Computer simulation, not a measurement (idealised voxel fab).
The process module presented herein is designated voxel wiring stack.
Shown is cross-section cut, with a width of 295 nm and square cells of size 5 nm.
Each cross-section below is a grid of square cells, stated as bands in top-down order, with one or more rows of cells making up each band.
Each band's line starts with the height of the band's top and of its bottom, in nm. Then come its materials from left to right, each with its width in nm. One material with "throughout" fills the band from edge to edge. "empty" is empty space.
Zero point of the height axis is 0; under it, received wafer = one material. Lowest band: continues down indefinitely, "0 nm and below".
Per-row width for "30 to 40": begins at first number (top row of band), ends at second number (bottom row), increment between rows held constant.
Key: "remained the same" - step with no changed cell in the cross-section.
Empty spaces without an open route to the top, at least 8 cells in extent, make up the entry "Completely sealed voids"; each is given as width x height at distance, where the distance is measured from the left edge, and all are in nm.
On a step's line, text after the settings is the simulator commenting on that step.
Regarding "overlay nm": on a step with a mask, it is the distance the mask lay to the right of its planned place; a negative value places it to the left.

Listed below are the process steps as planned
1) RECEIVE,material Si
2) CONFORMAL_DEP,material SiO2,thk nm 10
3) DIRECTIONAL_DEP,material TiN,thk nm 5
4) DIRECTIONAL_DEP,material Ru,thk nm 15
5) PATTERN,tone cover,mask id METAL_1,material resist,width nm 30,pitch nm 60,thk nm 20,overlay nm 0
6) DIRECTIONAL_ETCH,etch materials Ru,depth nm 15
7) DIRECTIONAL_ETCH,etch materials TiN,depth nm 5
8) STRIP,etch materials resist
9) FILL_DEP,material SiO2,thk nm 5
10) CMP,height nm 30
11) CONFORMAL_DEP,material SiCN,thk nm 5
12) DIRECTIONAL_DEP,material SiO2,thk nm 20
13) MASKED_ETCH,tone open,mask id PLUG_1,width nm 15,pitch nm 120,etch materials SiO2,depth nm 20,overlay nm 0
14) MASKED_ETCH,tone open,mask id PLUG_1,width nm 15,pitch nm 120,etch materials SiCN,depth nm 5,overlay nm 0
15) EPI,material Ru,thk nm 10
16) EPI,material Ru,thk nm 10
17) EPI,material Ru,thk nm 5
18) DIRECTIONAL_DEP,material TiN,thk nm 5
19) DIRECTIONAL_DEP,material Ru,thk nm 25
20) MASKED_ETCH,tone cover,mask id METAL_2,width nm 30,pitch nm 60,etch materials Ru,depth nm 25,overlay nm 0
21) MASKED_ETCH,tone cover,mask id METAL_2,width nm 30,pitch nm 60,etch materials TiN,depth nm 5,overlay nm 0
22) CONFORMAL_DEP,material SiCN,thk nm 5
23) FILL_DEP,material SiO2,thk nm 5
24) CMP,height nm 85
25) CONFORMAL_DEP,material SiCN,thk nm 5

First wafer out of two, processed as planned

Incoming wafer, cross-sectional view, post step 1
    0 nm and below  Si throughout
    Completely sealed voids: none

Sectional view: wafer, after step 2
    10 nm to 0 nm  SiO2 throughout
    Heights below 0 show no change.

Sectional view: wafer, after step 3
    15 nm to 10 nm  TiN throughout
    Heights below 10 show no change.

Sectional view: wafer, after step 4
    30 nm to 15 nm  Ru throughout
    Heights below 15 show no change.

Sectional view: wafer, after step 5
    50 nm to 30 nm  40 of empty; 30 of resist; 30 of empty; 30 of resist; 30 of empty; 30 of resist; 30 of empty; 30 of resist; 45 of empty
    Heights below 30 show no change.

Sectional view: wafer, after step 6
    50 nm to 30 nm  40 of empty; 30 of resist; 30 of empty; 30 of resist; 30 of empty; 30 of resist; 30 of empty; 30 of resist; 45 of empty
    30 nm to 15 nm  40 of empty; 30 of Ru; 30 of empty; 30 of Ru; 30 of empty; 30 of Ru; 30 of empty; 30 of Ru; 45 of empty
    Heights below 15 show no change.

Sectional view: wafer, after step 7
    50 nm to 30 nm  40 of empty; 30 of resist; 30 of empty; 30 of resist; 30 of empty; 30 of resist; 30 of empty; 30 of resist; 45 of empty
    30 nm to 15 nm  40 of empty; 30 of Ru; 30 of empty; 30 of Ru; 30 of empty; 30 of Ru; 30 of empty; 30 of Ru; 45 of empty
    15 nm to 10 nm  40 of empty; 30 of TiN; 30 of empty; 30 of TiN; 30 of empty; 30 of TiN; 30 of empty; 30 of TiN; 45 of empty
    Heights below 10 show no change.

Sectional view: wafer, after step 8
    30 nm to 15 nm  40 of empty; 30 of Ru; 30 of empty; 30 of Ru; 30 of empty; 30 of Ru; 30 of empty; 30 of Ru; 45 of empty
    Heights below 15 show no change.

Sectional view: wafer, after step 9
    35 nm to 30 nm  SiO2 throughout
    30 nm to 15 nm  40 of SiO2; 30 of Ru; 30 of SiO2; 30 of Ru; 30 of SiO2; 30 of Ru; 30 of SiO2; 30 of Ru; 45 of SiO2
    15 nm to 10 nm  40 of SiO2; 30 of TiN; 30 of SiO2; 30 of TiN; 30 of SiO2; 30 of TiN; 30 of SiO2; 30 of TiN; 45 of SiO2
    Heights below 10 show no change.

Sectional view: wafer, after step 10
    30 nm to 15 nm  40 of SiO2; 30 of Ru; 30 of SiO2; 30 of Ru; 30 of SiO2; 30 of Ru; 30 of SiO2; 30 of Ru; 45 of SiO2
    Heights below 15 show no change.

Sectional view: wafer, after step 11
    35 nm to 30 nm  SiCN throughout
    Heights below 30 show no change.

Sectional view: wafer, after step 12
    55 nm to 35 nm  SiO2 throughout
    Heights below 35 show no change.

Sectional view: wafer, after step 13
    55 nm to 35 nm  40 of SiO2; 15 of empty; 105 of SiO2; 15 of empty; 120 of SiO2
    Heights below 35 show no change.

Sectional view: wafer, after step 14
    55 nm to 35 nm  40 of SiO2; 15 of empty; 105 of SiO2; 15 of empty; 120 of SiO2
    35 nm to 30 nm  40 of SiCN; 15 of empty; 105 of SiCN; 15 of empty; 120 of SiCN
    Heights below 30 show no change.

Sectional view: wafer, after step 15
    55 nm to 40 nm  40 of SiO2; 15 of empty; 105 of SiO2; 15 of empty; 120 of SiO2
    40 nm to 35 nm  40 of SiO2; 15 of Ru; 105 of SiO2; 15 of Ru; 120 of SiO2
    35 nm to 30 nm  40 of SiCN; 15 of Ru; 105 of SiCN; 15 of Ru; 120 of SiCN
    Heights below 30 show no change.

Sectional view: wafer, after step 16
    55 nm to 50 nm  40 of SiO2; 15 of empty; 105 of SiO2; 15 of empty; 120 of SiO2
    50 nm to 35 nm  40 of SiO2; 15 of Ru; 105 of SiO2; 15 of Ru; 120 of SiO2
    Heights below 35 show no change.

Sectional view: wafer, after step 17
    55 nm to 35 nm  40 of SiO2; 15 of Ru; 105 of SiO2; 15 of Ru; 120 of SiO2
    Heights below 35 show no change.

Sectional view: wafer, after step 18
    60 nm to 55 nm  TiN throughout
    Heights below 55 show no change.

Sectional view: wafer, after step 19
    85 nm to 60 nm  Ru throughout
    Heights below 60 show no change.

Sectional view: wafer, after step 20
    85 nm to 60 nm  40 of empty; 30 of Ru; 30 of empty; 30 of Ru; 30 of empty; 30 of Ru; 30 of empty; 30 of Ru; 45 of empty
    Heights below 60 show no change.

Sectional view: wafer, after step 21
    85 nm to 60 nm  40 of empty; 30 of Ru; 30 of empty; 30 of Ru; 30 of empty; 30 of Ru; 30 of empty; 30 of Ru; 45 of empty
    60 nm to 55 nm  40 of empty; 30 of TiN; 30 of empty; 30 of TiN; 30 of empty; 30 of TiN; 30 of empty; 30 of TiN; 45 of empty
    Heights below 55 show no change.

Sectional view: wafer, after step 22
    90 nm to 85 nm  35 of empty; 40 of SiCN; 20 of empty; 40 of SiCN; 20 of empty; 40 of SiCN; 20 of empty; 40 of SiCN; 40 of empty
    85 nm to 60 nm  35 of empty; 5 of SiCN; 30 of Ru; 5 of SiCN; 20 of empty; 5 of SiCN; 30 of Ru; 5 of SiCN; 20 of empty; 5 of SiCN; 30 of Ru; 5 of SiCN; 20 of empty; 5 of SiCN; 30 of Ru; 5 of SiCN; 40 of empty
    60 nm to 55 nm  40 of SiCN; 30 of TiN; 30 of SiCN; 30 of TiN; 30 of SiCN; 30 of TiN; 30 of SiCN; 30 of TiN; 45 of SiCN
    Heights below 55 show no change.

Sectional view: wafer, after step 23
    95 nm to 90 nm  SiO2 throughout
    90 nm to 85 nm  35 of SiO2; 40 of SiCN; 20 of SiO2; 40 of SiCN; 20 of SiO2; 40 of SiCN; 20 of SiO2; 40 of SiCN; 40 of SiO2
    85 nm to 60 nm  35 of SiO2; 5 of SiCN; 30 of Ru; 5 of SiCN; 20 of SiO2; 5 of SiCN; 30 of Ru; 5 of SiCN; 20 of SiO2; 5 of SiCN; 30 of Ru; 5 of SiCN; 20 of SiO2; 5 of SiCN; 30 of Ru; 5 of SiCN; 40 of SiO2
    Heights below 60 show no change.

Sectional view: wafer, after step 24
    85 nm to 60 nm  35 of SiO2; 5 of SiCN; 30 of Ru; 5 of SiCN; 20 of SiO2; 5 of SiCN; 30 of Ru; 5 of SiCN; 20 of SiO2; 5 of SiCN; 30 of Ru; 5 of SiCN; 20 of SiO2; 5 of SiCN; 30 of Ru; 5 of SiCN; 40 of SiO2
    Heights below 60 show no change.

Sectional view: wafer, after step 25
    90 nm to 85 nm  SiCN throughout
    Heights below 85 show no change.

For the second wafer, take the first wafer's start and plan, then add one mistake made in running it; everything through step 24, that step included, is shared with the first

Second wafer shown in cross-section at the time step 25 was slated to end
    100 nm to 85 nm  SiCN throughout
    Heights below 85 show no change.
Finding, execution versus plan: it should be noted that step 25 was executed with settings other than those planned, the operation and settings actually applied being CONFORMAL_DEP,material SiCN,thk nm 15
Cell-count delta at end, second wafer over first, by material: 118 more of SiCN
